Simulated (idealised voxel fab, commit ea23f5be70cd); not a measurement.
Module name: voxel wiring stack (process module)
Each square cell in cross-section cut measures 5 nm, and the section as a whole is 290 nm wide.
Bands, listed from the top down, are how a cross-section gets written in this document; the cross-section itself is a grid of square cells, and a band is one or more rows of them.
Quick guide to a band line: top height, bottom height (nm) up front; then every material left to right with its width in nm. Only one material and it's marked "full width"? Then it fills the band edge to edge. And "empty" just means empty space.
Height is counted from the level 0, under which the received wafer is composed throughout of one material. The lowest of the bands is not closed at the bottom but continues downward, in the notation "0 -> down".
It should be noted that a width expressed as "30 to 40" varies in equal increments from row to row of cells within the band, taking the value of the first number at the top row and that of the second number at the bottom row.
Take "identical to before" at face value: in the step it is given for, the cross-section changed in none of its cells.
So "Trapped cavities" is basically the list of trapped voids: any empty space of 8 cells or more that can't reach the top through an opening. They're written width x height at distance, the distance being from the left edge, and it's all nm.
On a step's line, text after the settings is the simulator commenting on that step.
A step's line can hold "overlay nm"; with a mask on that step, the setting says how far right of the planned place the mask lay, while a negative setting says it lay to the left.

Listed below are the process steps as planned:
- 1: RECEIVE, material Si
- 2: CONFORMAL_DEP, material SiO2, thk nm 15
- 3: CONFORMAL_DEP, material SiN, thk nm 5
- 4: DIRECTIONAL_DEP, material SiO2, thk nm 15
- 5: PATTERN, tone open, mask id METAL_1, material resist, width nm 20, pitch nm 50, thk nm 20, overlay nm 0
- 6: DIRECTIONAL_ETCH, etch materials SiO2, depth nm 15
- 7: DIRECTIONAL_ETCH, etch materials SiN, depth nm 5
- 8: STRIP, etch materials resist
- 9: CONFORMAL_DEP, material TiN, thk nm 5
- 10: FILL_DEP, material Cu, thk nm 5
- 11: CMP, height nm 35
- 12: CONFORMAL_DEP, material SiCN, thk nm 5
- 13: DIRECTIONAL_DEP, material SiO2, thk nm 25
- 14: DIRECTIONAL_DEP, material aC, thk nm 15
- 15: PATTERN, tone open, mask id METAL_2_HOLES, material resist, width nm 15, pitch nm 100, thk nm 35, overlay nm 0
- 16: DIRECTIONAL_ETCH, etch materials aC, depth nm 15
- 17: STRIP, etch materials resist
- 18: DIRECTIONAL_ETCH, etch materials SiO2, depth nm 25
- 19: STRIP, etch materials aC
- 20: PATTERN, tone open, mask id METAL_2, material resist, width nm 20, pitch nm 50, thk nm 15, overlay nm 0
- 21: DIRECTIONAL_ETCH, etch materials SiO2, depth nm 15
- 22: DIRECTIONAL_ETCH, etch materials SiCN, depth nm 5
- 23: STRIP, etch materials resist
- 24: CONFORMAL_DEP, material TiN, thk nm 5
- 25: FILL_DEP, material Ru, thk nm 10
- 26: CMP, height nm 65
- 27: CONFORMAL_DEP, material SiCN, thk nm 5
- 28: DIRECTIONAL_DEP, material lowk, thk nm 30
- 29: PATTERN, tone open, mask id METAL_3_HOLES, material resist, width nm 15, pitch nm 100, thk nm 20, overlay nm 0
- 30: DIRECTIONAL_ETCH, etch materials lowk, depth nm 30
- 31: STRIP, etch materials resist
- 32: MASKED_ETCH, tone open, mask id METAL_3, width nm 20, pitch nm 50, etch materials lowk, depth nm 20, overlay nm 0
- 33: MASKED_ETCH, tone open, mask id METAL_3, width nm 20, pitch nm 50, etch materials SiCN, depth nm 5, overlay nm 0
- 34: CONFORMAL_DEP, material TiN, thk nm 5
- 35: FILL_DEP, material Ru, thk nm 10
- 36: CMP, height nm 100
- 37: CONFORMAL_DEP, material SiCN, thk nm 5
- 38: DIRECTIONAL_DEP, material lowk, thk nm 10
- 39: MASKED_ETCH, tone open, mask id PLUG_3, width nm 15, pitch nm 50, etch materials lowk, depth nm 10, overlay nm 0
- 40: MASKED_ETCH, tone open, mask id PLUG_3, width nm 15, pitch nm 50, etch materials SiCN, depth nm 5, overlay nm 0
- 41: EPI, material Ru, thk nm 10
- 42: EPI, material Ru, thk nm 5
- 43: CONFORMAL_DEP, material SiN, thk nm 5
- 44: DIRECTIONAL_DEP, material lowk, thk nm 15
- 45: DIRECTIONAL_DEP, material aC, thk nm 15
- 46: PATTERN, tone open, mask id METAL_4, material resist, width nm 20, pitch nm 50, thk nm 35, overlay nm 0
- 47: DIRECTIONAL_ETCH, etch materials aC, depth nm 15
- 48: STRIP, etch materials resist
- 49: DIRECTIONAL_ETCH, etch materials lowk, depth nm 15
- 50: DIRECTIONAL_ETCH, etch materials SiN, depth nm 5
- 51: STRIP, etch materials aC
- 52: CONFORMAL_DEP, material TiN, thk nm 5
- 53: FILL_DEP, material Ru, thk nm 5
- 54: CMP, height nm 135
- 55: EPI, material Ru, thk nm 5
- 56: FILL_DEP, material SiCN, thk nm 5

Received-state cross-section, reflecting completion of step 1:
	0 -> down = Si full width
	Trapped cavities: none

Final wafer profile in cross-section after the module, from the same start and plan as above, with one mistake made during processing:
	145 -> 140 = SiCN full width
	140 -> 135 = SiCN 80 nm; Ru 30 nm; SiCN 20 nm; Ru 30 nm; SiCN 20 nm; Ru 30 nm; SiCN 80 nm
	135 -> 120 = lowk 85 nm; TiN 5 nm; Ru 10 nm; TiN 5 nm; lowk 30 nm; TiN 5 nm; Ru 10 nm; TiN 5 nm; lowk 30 nm; TiN 5 nm; Ru 10 nm; TiN 5 nm; lowk 85 nm
	120 -> 115 = SiN 85 nm; TiN 20 nm; SiN 30 nm; TiN 20 nm; SiN 30 nm; TiN 20 nm; SiN 85 nm
	115 -> 105 = lowk 85 nm; Ru 15 nm; lowk 35 nm; Ru 15 nm; lowk 35 nm; Ru 15 nm; lowk 90 nm
	105 -> 100 = SiCN 85 nm; Ru 15 nm; SiCN 35 nm; Ru 15 nm; SiCN 35 nm; Ru 15 nm; SiCN 90 nm
	100 -> 80 = lowk 85 nm; TiN 5 nm; Ru 10 nm; TiN 5 nm; lowk 30 nm; TiN 5 nm; Ru 10 nm; TiN 5 nm; lowk 30 nm; TiN 5 nm; Ru 10 nm; TiN 5 nm; lowk 85 nm
	80 -> 75 = lowk 85 nm; TiN 5 nm; Ru 5 nm; TiN 10 nm; lowk 30 nm; TiN 20 nm; lowk 30 nm; TiN 5 nm; Ru 5 nm; TiN 10 nm; lowk 85 nm
	75 -> 70 = lowk 85 nm; TiN 5 nm; Ru 5 nm; TiN 5 nm; lowk 85 nm; TiN 5 nm; Ru 5 nm; TiN 5 nm; lowk 90 nm
	70 -> 65 = SiCN 85 nm; TiN 15 nm; SiCN 85 nm; TiN 15 nm; SiCN 90 nm
	65 -> 55 = SiO2 85 nm; TiN 5 nm; Ru 10 nm; TiN 5 nm; SiO2 30 nm; TiN 5 nm; Ru 10 nm; TiN 5 nm; SiO2 30 nm; TiN 5 nm; Ru 10 nm; TiN 5 nm; SiO2 85 nm
	55 -> 50 = SiO2 85 nm; TiN 5 nm; Ru 5 nm; TiN 10 nm; SiO2 30 nm; TiN 20 nm; SiO2 30 nm; TiN 5 nm; Ru 5 nm; TiN 10 nm; SiO2 85 nm
	50 -> 40 = SiO2 85 nm; TiN 5 nm; Ru 5 nm; TiN 5 nm; SiO2 85 nm; TiN 5 nm; Ru 5 nm; TiN 5 nm; SiO2 90 nm
	40 -> 35 = SiCN 85 nm; TiN 15 nm; SiCN 85 nm; TiN 15 nm; SiCN 90 nm
	35 -> 20 = SiO2 85 nm; TiN 5 nm; Cu 10 nm; TiN 5 nm; SiO2 30 nm; TiN 5 nm; Cu 10 nm; TiN 5 nm; SiO2 30 nm; TiN 5 nm; Cu 10 nm; TiN 5 nm; SiO2 85 nm
	20 -> 15 = SiN 85 nm; TiN 20 nm; SiN 30 nm; TiN 20 nm; SiN 30 nm; TiN 20 nm; SiN 85 nm
	15 -> 0 = SiO2 full width
	0 -> down = Si full width
	Trapped cavities: none
What was done differently from what was planned? so step 32 ended up running with a different setting than we planned, it ran as MASKED_ETCH, tone open, mask id METAL_3, width nm 20, pitch nm 50, etch materials lowk, depth nm 25, overlay nm 0
